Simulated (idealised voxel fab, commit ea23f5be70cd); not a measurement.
process module | voxel wiring stack
cross-section cut | 270 nm wide | cells 5 nm
A cross-section is a grid of square cells, given in bands from the top down. A band is one or more rows of cells.
Each band's line starts with the height of the band's top and of its bottom, in nm. Then come its materials from left to right, each with its width in nm. One material with "throughout" fills the band from edge to edge. "air" is empty space.
Height 0 is the level under which the wafer as received is all one material. The lowest band goes on downwards, as in "0 down".
A width such as "30 to 40" changes by the same amount from each row of cells to the next, from the band's top row to its bottom row.
"no change" after a step means that no cell of the cross-section changed.
closed voids: empty space of 8 cells or more with no open way to the top, each as width x height at its distance from the left edge, in nm
after a step's settings: what the simulator itself notes on the step
overlay nm, on a step with a mask: how far to the right of its planned place the mask lay; to the left if negative
plan
1 op RECEIVE | material Si
2 op CONFORMAL_DEP | material SiO2 | thk nm 15
3 op CONFORMAL_DEP | material SiN | thk nm 5
4 op DIRECTIONAL_DEP | material SiO2 | thk nm 20
5 op DIRECTIONAL_DEP | material aC | thk nm 10
6 op PATTERN | tone open | mask id METAL_1 | material resist | width nm 30 | pitch nm 55 | thk nm 30 | overlay nm 0
7 op DIRECTIONAL_ETCH | etch materials aC | depth nm 10
8 op STRIP | etch materials resist
9 op DIRECTIONAL_ETCH | etch materials SiO2 | depth nm 20
10 op DIRECTIONAL_ETCH | etch materials SiN | depth nm 5
11 op STRIP | etch materials aC
12 op CONFORMAL_DEP | material TiN | thk nm 5
13 op FILL_DEP | material Cu | thk nm 10
14 op CMP | height nm 40
15 op CONFORMAL_DEP | material SiCN | thk nm 5
16 op DIRECTIONAL_DEP | material lowk | thk nm 25
17 op PATTERN | tone open | mask id METAL_2 | material resist | width nm 30 | pitch nm 55 | thk nm 15 | overlay nm 0
18 op DIRECTIONAL_ETCH | etch materials lowk | depth nm 15
19 op STRIP | etch materials resist
20 op PATTERN | tone open | mask id METAL_2_HOLES | material resist | width nm 15 | pitch nm 110 | thk nm 15 | overlay nm 0
21 op DIRECTIONAL_ETCH | etch materials lowk | depth nm 10
22 op DIRECTIONAL_ETCH | etch materials SiCN | depth nm 5
23 op STRIP | etch materials resist
24 op CONFORMAL_DEP | material TiN | thk nm 5
25 op FILL_DEP | material Ru | thk nm 10
26 op CMP | height nm 70
27 op CONFORMAL_DEP | material SiN | thk nm 5
as received, after step 1
  0 down: Si throughout
  closed voids: none
first wafer at the end, as planned
  75 to 70: SiN throughout
  70 to 60: lowk 65 | TiN 5 | Ru 20 | TiN 5 | lowk 25 | TiN 5 | Ru 20 | TiN 5 | lowk 25 | TiN 5 | Ru 20 | TiN 5 | lowk 65
  60 to 55: lowk 65 | TiN 5 | Ru 5 | TiN 20 | lowk 25 | TiN 30 | lowk 25 | TiN 5 | Ru 5 | TiN 20 | lowk 65
  55 to 45: lowk 65 | TiN 5 | Ru 5 | TiN 5 | lowk 95 | TiN 5 | Ru 5 | TiN 5 | lowk 80
  45 to 40: SiCN 65 | TiN 15 | SiCN 95 | TiN 15 | SiCN 80
  40 to 20: SiO2 65 | TiN 5 | Cu 20 | TiN 5 | SiO2 25 | TiN 5 | Cu 20 | TiN 5 | SiO2 25 | TiN 5 | Cu 20 | TiN 5 | SiO2 65
  20 to 15: SiN 65 | TiN 30 | SiN 25 | TiN 30 | SiN 25 | TiN 30 | SiN 65
  15 to 0: SiO2 throughout
  0 down: Si throughout
  closed voids: none
second wafer at the end: like start, like plan, one mistake
  75 to 70: SiN throughout
  70 to 60: lowk 65 | TiN 5 | Ru 20 | TiN 5 | lowk 25 | TiN 5 | Ru 20 | TiN 5 | lowk 25 | TiN 5 | Ru 20 | TiN 5 | lowk 65
  60 to 55: lowk 65 | TiN 5 | Ru 5 | TiN 20 | lowk 25 | TiN 30 | lowk 25 | TiN 5 | Ru 5 | TiN 20 | lowk 65
  55 to 45: lowk 65 | TiN 5 | Ru 5 | TiN 5 | lowk 95 | TiN 5 | Ru 5 | TiN 5 | lowk 80
  45 to 40: SiCN 65 | TiN 15 | SiCN 95 | TiN 15 | SiCN 80
  40 to 35: SiO2 65 | TiN 5 | Cu 20 | TiN 5 | SiO2 25 | TiN 5 | Cu 20 | TiN 5 | SiO2 25 | TiN 5 | Cu 20 | TiN 5 | SiO2 65
  35 to 30: SiN 65 | TiN 30 | SiN 25 | TiN 30 | SiN 25 | TiN 30 | SiN 65
  30 to 0: SiO2 throughout
  0 down: Si throughout
  closed voids: none
what went wrong: step 2 was run twice
at the end the second wafer has, in cells: 36 fewer of Cu | 54 more of SiO2 | 18 fewer of TiN
